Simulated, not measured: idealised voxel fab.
This is a process module. Its name is voxel wiring stack.
290 nm wide, 5 nm square cells: that's cross-section cut.
Heads up, the way a cross-section reads in here is a grid of square cells, handed over as bands from the top down, with every band being one or more rows of cells. A band entry consists of two parts. The first gives the height of the band's top and the height of its bottom, in nm. The rest lists the band's materials from left to right, each with its width in nm. A single material labelled with the word "all across" fills the band from edge to edge, and the word "blank" marks empty space. Heights from 0 (as-received wafer is one material below). Bottom band endless downward, as "0..down". The notation "30->40" denotes a width that varies across the rows of cells in the band, beginning at the first number in the top row, finishing at the second number in the bottom row, and changing by an identical amount from each row to the next. "nothing got changed" -> step changed no cross-section cell. Empty spaces counting at least 8 cells and having no open way to the top are listed in "Tabulated closed voids". The notation width x height at distance is used for each, the distance being from the left edge and all three values in nm. If you see something after the settings on a step's line, that's the simulator's own remark about that step. overlay nm: right-of-plan distance of the mask on a masked step; negative values mean left-of-plan.

The steps planned for the process are as follows
1 RECEIVE [material Si]
2 CONFORMAL_DEP [material SiO2] [thk nm 15]
3 CONFORMAL_DEP [material SiN] [thk nm 5]
4 DIRECTIONAL_DEP [material SiO2] [thk nm 15]
5 PATTERN [tone open] [mask id METAL_1] [material resist] [width nm 20] [pitch nm 50] [thk nm 20] [overlay nm 0]
6 DIRECTIONAL_ETCH [etch materials SiO2] [depth nm 15]
7 DIRECTIONAL_ETCH [etch materials SiN] [depth nm 5]
8 STRIP [etch materials resist]
9 CONFORMAL_DEP [material TiN] [thk nm 5]
10 FILL_DEP [material Cu] [thk nm 5]
11 CMP [height nm 35]
12 CONFORMAL_DEP [material SiCN] [thk nm 5]
13 DIRECTIONAL_DEP [material SiO2] [thk nm 25]
14 DIRECTIONAL_DEP [material aC] [thk nm 15]
15 PATTERN [tone open] [mask id METAL_2_HOLES] [material resist] [width nm 15] [pitch nm 100] [thk nm 35] [overlay nm 0]
16 DIRECTIONAL_ETCH [etch materials aC] [depth nm 15]
17 STRIP [etch materials resist]
18 DIRECTIONAL_ETCH [etch materials SiO2] [depth nm 25]
19 STRIP [etch materials aC]
20 PATTERN [tone open] [mask id METAL_2] [material resist] [width nm 20] [pitch nm 50] [thk nm 15] [overlay nm 0]
21 DIRECTIONAL_ETCH [etch materials SiO2] [depth nm 15]
22 DIRECTIONAL_ETCH [etch materials SiCN] [depth nm 5]
23 STRIP [etch materials resist]
24 CONFORMAL_DEP [material TiN] [thk nm 5]
25 FILL_DEP [material Ru] [thk nm 10]
26 CMP [height nm 65]
27 CONFORMAL_DEP [material SiCN] [thk nm 5]
28 DIRECTIONAL_DEP [material lowk] [thk nm 30]
29 PATTERN [tone open] [mask id METAL_3_HOLES] [material resist] [width nm 15] [pitch nm 100] [thk nm 20] [overlay nm 0]
30 DIRECTIONAL_ETCH [etch materials lowk] [depth nm 30]
31 STRIP [etch materials resist]
32 MASKED_ETCH [tone open] [mask id METAL_3] [width nm 20] [pitch nm 50] [etch materials lowk] [depth nm 20] [overlay nm 0]
33 MASKED_ETCH [tone open] [mask id METAL_3] [width nm 20] [pitch nm 50] [etch materials SiCN] [depth nm 5] [overlay nm 0]
34 CONFORMAL_DEP [material TiN] [thk nm 5]
35 FILL_DEP [material Ru] [thk nm 10]
36 CMP [height nm 100]
37 CONFORMAL_DEP [material SiCN] [thk nm 5]
38 DIRECTIONAL_DEP [material lowk] [thk nm 10]
39 MASKED_ETCH [tone open] [mask id PLUG_3] [width nm 15] [pitch nm 50] [etch materials lowk] [depth nm 10] [overlay nm 0]
40 MASKED_ETCH [tone open] [mask id PLUG_3] [width nm 15] [pitch nm 50] [etch materials SiCN] [depth nm 5] [overlay nm 0]
41 EPI [material Ru] [thk nm 10]
42 EPI [material Ru] [thk nm 5]
43 CONFORMAL_DEP [material SiN] [thk nm 5]
44 DIRECTIONAL_DEP [material lowk] [thk nm 15]
45 DIRECTIONAL_DEP [material aC] [thk nm 15]
46 PATTERN [tone open] [mask id METAL_4] [material resist] [width nm 20] [pitch nm 50] [thk nm 35] [overlay nm 0]
47 DIRECTIONAL_ETCH [etch materials aC] [depth nm 15]
48 STRIP [etch materials resist]
49 DIRECTIONAL_ETCH [etch materials lowk] [depth nm 15]
50 DIRECTIONAL_ETCH [etch materials SiN] [depth nm 5]
51 STRIP [etch materials aC]
52 CONFORMAL_DEP [material TiN] [thk nm 5]
53 FILL_DEP [material Ru] [thk nm 5]
54 CMP [height nm 135]
55 EPI [material Ru] [thk nm 5]
56 FILL_DEP [material SiCN] [thk nm 5]

Cross-section, incoming material, after step 1
	0..down | Si all across
	Tabulated closed voids: none

Run as planned - first of the two wafers cross-sectioned at the end of the module
	145..140 | SiCN all across
	140..135 | SiCN=80, Ru=30, SiCN=20, Ru=30, SiCN=20, Ru=30, SiCN=80
	135..120 | lowk=85, TiN=5, Ru=10, TiN=5, lowk=30, TiN=5, Ru=10, TiN=5, lowk=30, TiN=5, Ru=10, TiN=5, lowk=85
	120..115 | SiN=85, TiN=20, SiN=30, TiN=20, SiN=30, TiN=20, SiN=85
	115..105 | lowk=85, Ru=15, lowk=35, Ru=15, lowk=35, Ru=15, lowk=90
	105..100 | SiCN=85, Ru=15, SiCN=35, Ru=15, SiCN=35, Ru=15, SiCN=90
	100..85 | lowk=85, TiN=5, Ru=10, TiN=5, lowk=30, TiN=5, Ru=10, TiN=5, lowk=30, TiN=5, Ru=10, TiN=5, lowk=85
	85..80 | lowk=85, TiN=5, Ru=5, TiN=10, lowk=30, TiN=20, lowk=30, TiN=5, Ru=5, TiN=10, lowk=85
	80..70 | lowk=85, TiN=5, Ru=5, TiN=5, lowk=85, TiN=5, Ru=5, TiN=5, lowk=90
	70..65 | SiCN=85, TiN=15, SiCN=85, TiN=15, SiCN=90
	65..55 | SiO2=85, TiN=5, Ru=10, TiN=5, SiO2=30, TiN=5, Ru=10, TiN=5, SiO2=30, TiN=5, Ru=10, TiN=5, SiO2=85
	55..50 | SiO2=85, TiN=5, Ru=5, TiN=10, SiO2=30, TiN=20, SiO2=30, TiN=5, Ru=5, TiN=10, SiO2=85
	50..40 | SiO2=85, TiN=5, Ru=5, TiN=5, SiO2=85, TiN=5, Ru=5, TiN=5, SiO2=90
	40..35 | SiCN=85, TiN=15, SiCN=85, TiN=15, SiCN=90
	35..20 | SiO2=85, TiN=5, Cu=10, TiN=5, SiO2=30, TiN=5, Cu=10, TiN=5, SiO2=30, TiN=5, Cu=10, TiN=5, SiO2=85
	20..15 | SiN=85, TiN=20, SiN=30, TiN=20, SiN=30, TiN=20, SiN=85
	15..0 | SiO2 all across
	0..down | Si all across
	Tabulated closed voids: none

End-of-module cross-section of the second wafer: identical starting point and process plan to the first, with one processing mistake
	145..140 | SiCN all across
	140..135 | SiCN=80, Ru=30, SiCN=20, Ru=30, SiCN=20, Ru=30, SiCN=80
	135..120 | lowk=85, TiN=5, Ru=10, TiN=5, lowk=30, TiN=5, Ru=10, TiN=5, lowk=30, TiN=5, Ru=10, TiN=5, lowk=85
	120..115 | SiN=85, TiN=20, SiN=30, TiN=20, SiN=30, TiN=20, SiN=85
	115..105 | lowk=85, Ru=15, lowk=35, Ru=15, lowk=35, Ru=15, lowk=90
	105..100 | SiCN=85, Ru=15, SiCN=35, Ru=15, SiCN=35, Ru=15, SiCN=90
	100..80 | lowk=85, TiN=5, Ru=10, TiN=5, lowk=30, TiN=5, Ru=10, TiN=5, lowk=30, TiN=5, Ru=10, TiN=5, lowk=85
	80..75 | lowk=85, TiN=5, Ru=5, TiN=10, lowk=30, TiN=20, lowk=30, TiN=5, Ru=5, TiN=10, lowk=85
	75..70 | lowk=85, TiN=5, Ru=5, TiN=5, lowk=85, TiN=5, Ru=5, TiN=5, lowk=90
	70..65 | SiCN=85, TiN=15, SiCN=85, TiN=15, SiCN=90
	65..55 | SiO2=85, TiN=5, Ru=10, TiN=5, SiO2=30, TiN=5, Ru=10, TiN=5, SiO2=30, TiN=5, Ru=10, TiN=5, SiO2=85
	55..50 | SiO2=85, TiN=5, Ru=5, TiN=10, SiO2=30, TiN=20, SiO2=30, TiN=5, Ru=5, TiN=10, SiO2=85
	50..40 | SiO2=85, TiN=5, Ru=5, TiN=5, SiO2=85, TiN=5, Ru=5, TiN=5, SiO2=90
	40..35 | SiCN=85, TiN=15, SiCN=85, TiN=15, SiCN=90
	35..20 | SiO2=85, TiN=5, Cu=10, TiN=5, SiO2=30, TiN=5, Cu=10, TiN=5, SiO2=30, TiN=5, Cu=10, TiN=5, SiO2=85
	20..15 | SiN=85, TiN=20, SiN=30, TiN=20, SiN=30, TiN=20, SiN=85
	15..0 | SiO2 all across
	0..down | Si all across
	Tabulated closed voids: none
What went wrong in running the wafer? step 32 was run on a setting that differed from the plan, and what really ran there is MASKED_ETCH [tone open] [mask id METAL_3] [width nm 20] [pitch nm 50] [etch materials lowk] [depth nm 25] [overlay nm 0]
Materials where the second wafer ends with more or fewer cells than the first: Ru +4 | TiN +2 | lowk -6
